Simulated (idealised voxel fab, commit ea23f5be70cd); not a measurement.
The following process module bears the name voxel ribs on slabs.
Cross-section cut spans 230 nm and uses square cells 5 nm in size.
Cross-sections here: square-cell grids, written as top-down lists of bands, a band being one or more rows of cells.
Each band's line starts with the height of the band's top and of its bottom, in nm. Then come its materials from left to right, each with its width in nm. One material with "edge to edge" fills the band from edge to edge. "empty" is empty space.
Heights are measured from 0, the level below which the as-received wafer is all one material; the lowest band has no bottom and continues downward, written as in "0 down".
Per-row width for "30..40": begins at first number (top row of band), ends at second number (bottom row), increment between rows held constant.
You'll sometimes find "no change" written for a step, and that's the way of saying that nowhere in the cross-section did a cell change during that step.
"Listed closed voids" specifies each empty space that is not open to the top and that occupies no fewer than 8 cells, using the form width x height at distance, the distance measured from the left edge and all three quantities in nm.
Step line, after settings: the simulator's comment on this step.
Each step line may optionally specify "overlay nm", which for a step with a mask gives the rightward distance between the mask's planned place and where it lay, a negative value indicating the leftward direction.
### List of planned process steps
step 1: RECEIVE: material Si
step 2: DIRECTIONAL_DEP: material SiO2, thk nm 25
step 3: DIRECTIONAL_DEP: material SiN, thk nm 20
step 4: PATTERN: tone cover, mask id RIB, material resist, width nm 20, thk nm 15, overlay nm 0
step 5: DIRECTIONAL_ETCH: etch materials SiN, depth nm 5
step 6: STRIP: etch materials resist
step 7: PATTERN: tone cover, mask id SLAB, material resist, width nm 50, thk nm 20, overlay nm 0
step 8: DIRECTIONAL_ETCH: etch materials SiN, depth nm 15
step 9: STRIP: etch materials resist
step 10: FILL_DEP: material SiO2, thk nm 15
step 11: CMP: height nm 55
step 12: DIRECTIONAL_DEP: material W, thk nm 5
step 13: PATTERN: tone cover, mask id HEATER, material resist, width nm 30, thk nm 20, overlay nm 0
step 14: DIRECTIONAL_ETCH: etch materials W, depth nm 5
step 15: STRIP: etch materials resist
step 16: CONFORMAL_DEP: material SiN, thk nm 10
### Cross-section, incoming material, after step 1
- 0 down = Si edge to edge
- Listed closed voids: none
### Cross-section taken at module completion on the first of two wafers; processed per the plan
- 70 to 65 = empty (90), SiN (50), empty (90)
- 65 to 60 = SiN edge to edge
- 60 to 55 = SiN (100), W (30), SiN (100)
- 55 to 45 = SiO2 edge to edge
- 45 to 40 = SiO2 (105), SiN (20), SiO2 (105)
- 40 to 25 = SiO2 (90), SiN (50), SiO2 (90)
- 25 to 0 = SiO2 edge to edge
- 0 down = Si edge to edge
- Listed closed voids: none
### This cross-section belongs to the second wafer of two at the end of the module; the start and the plan were shared with the first, and the run included one mistake
- 70 to 65 = empty (90), SiN (50), empty (90)
- 65 to 60 = SiN edge to edge
- 60 to 55 = SiN (100), W (30), SiN (100)
- 55 to 20 = SiO2 edge to edge
- 20 to 0 = SiN edge to edge
- 0 down = Si edge to edge
- Listed closed voids: none
Here's what went sideways: steps 2 and 3 traded places in the executed sequence
Looking at both finished wafers in cells, the second ends up ahead of or behind the first on some materials: SiN +150, SiO2 -150
